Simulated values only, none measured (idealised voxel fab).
The following process module bears the name voxel released beams.
Xsec cut, 295 nm wide, square cell size 5 nm.
Reading order for cross-sections: top band down to bottom band. Underlying form: a grid of square cells. Band size: one or more rows of cells.
Basically the band line says how high the top is and how high the bottom is, in nm, and then what's in it from left to right, every material with its width in nm. Empty space shows up as "empty", and if a single material carries "everywhere" it runs the full band edge to edge.
Beneath 0, the wafer as received is one material, and that level is where height counting begins. The lowest band goes on downward without a bottom; it is written like "top 0, no bottom".
A width given as "30..40" starts at the first number in the band's top row and ends at the second number in its bottom row, shifting by an equal amount at every step from row to row.
The designation "remained unchanged", where it is given for a processing step, indicates that no cell of the cross-section was altered in the course of that step.
In the "Unvented voids" entry, you get each enclosed empty space of 8 cells or more, one with no open way to the top, written width x height at distance, distance from the left edge, in nm.
Note: text after step settings on the step line = simulator remark on that step.
Among the settings permitted on a step's line is "overlay nm"; applied to a step with a mask, it specifies the extent to which the mask lay to the right of its planned position, whereas a negative figure signifies a position to the left.

Listed below are the process steps as planned
step 1: RECEIVE | material Si
step 2: CONFORMAL_DEP | material SiN | thk nm 5
step 3: DIRECTIONAL_DEP | material SiO2 | thk nm 5
step 4: PATTERN | tone open | mask id ANCHOR | material resist | width nm 35 | thk nm 15 | overlay nm 0
step 5: DIRECTIONAL_ETCH | etch materials SiO2 | depth nm 15
step 6: STRIP | etch materials resist
step 7: CONFORMAL_DEP | material polySi | thk nm 15
step 8: DIRECTIONAL_DEP | material aC | thk nm 15
step 9: PATTERN | tone cover | mask id BEAM | material resist | width nm 110 | thk nm 35 | overlay nm 0
step 10: DIRECTIONAL_ETCH | etch materials aC | depth nm 15
step 11: STRIP | etch materials resist
step 12: DIRECTIONAL_ETCH | etch materials polySi | depth nm 15
step 13: STRIP | etch materials aC
step 14: STRIP | etch materials SiO2
All wafers enter the flow in the same state. The thk nm at step 3 differs from wafer to wafer, and the plan gives the value for the first wafer.

Cut through the first of several wafers as received, post step 1
    top 0, no bottom: Si everywhere
    Unvented voids: none

Each wafer at the end: cells of each material gained (+) or lost (-) since it was received, then its closed voids
thk nm 5 | +59 SiN | +72 polySi | Unvented voids: none
thk nm 10 | +59 SiN | +78 polySi | Unvented voids: none
thk nm 15 | +59 SiN | +84 polySi | Unvented voids: none
thk nm 20 | +59 SiN | Unvented voids: none
thk nm 25 | +59 SiN | Unvented voids: none
thk nm 30 | +59 SiN | Unvented voids: none
